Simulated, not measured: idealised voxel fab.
process module | voxel released beams
cross-section cut | 160 nm wide | cells 5 nm
A cross-section is a grid of square cells, given in bands from the top down. A band is one or more rows of cells.
Each band's line starts with the height of the band's top and of its bottom, in nm. Then come its materials from left to right, each with its width in nm. One material with "throughout" fills the band from edge to edge. "air" is empty space.
Height 0 is the level under which the wafer as received is all one material. The lowest band goes on downwards, as in "0 down".
A width such as "30 to 40" changes by the same amount from each row of cells to the next, from the band's top row to its bottom row.
"no change" after a step means that no cell of the cross-section changed.
closed voids: empty space of 8 cells or more with no open way to the top, each as width x height at its distance from the left edge, in nm
after a step's settings: what the simulator itself notes on the step
overlay nm, on a step with a mask: how far to the right of its planned place the mask lay; to the left if negative
plan
1 op RECEIVE | material Si
2 op CONFORMAL_DEP | material Al2O3 | thk nm 5
3 op DIRECTIONAL_DEP | material SiO2 | thk nm 20
4 op DIRECTIONAL_DEP | material aC | thk nm 15
5 op PATTERN | tone open | mask id ANCHOR | material resist | width nm 35 | thk nm 30 | overlay nm 0
6 op DIRECTIONAL_ETCH | etch materials aC | depth nm 15
7 op STRIP | etch materials resist
8 op DIRECTIONAL_ETCH | etch materials SiO2 | depth nm 20
9 op STRIP | etch materials aC
10 op CONFORMAL_DEP | material W | thk nm 10
11 op DIRECTIONAL_DEP | material aC | thk nm 10
12 op PATTERN | tone cover | mask id BEAM | material resist | width nm 110 | thk nm 30 | overlay nm 0
13 op DIRECTIONAL_ETCH | etch materials aC | depth nm 10
14 op STRIP | etch materials resist
15 op DIRECTIONAL_ETCH | etch materials W | depth nm 10
16 op STRIP | etch materials aC
17 op STRIP | etch materials SiO2
as received, after step 1
  0 down: Si throughout
  closed voids: none
first wafer at the end, as planned
  35 to 25: air 20 | W 15 | air 15 | W 80 | air 30
  25 to 15: air 25 | W 10 | air 15 | W 10 | air 100
  15 to 5: air 25 | W 35 | air 100
  5 to 0: Al2O3 throughout
  0 down: Si throughout
  closed voids: none
second wafer at the end: like start, like plan, one mistake
  30 to 20: air 20 | W 15 | air 15 | W 80 | air 30
  20 to 10: air 25 | W 10 | air 15 | W 10 | air 100
  10 to 0: air 25 | W 35 | air 100
  0 down: Si throughout
  closed voids: none
what went wrong: step 2 was left out
at the end the second wafer has, in cells: 32 fewer of Al2O3
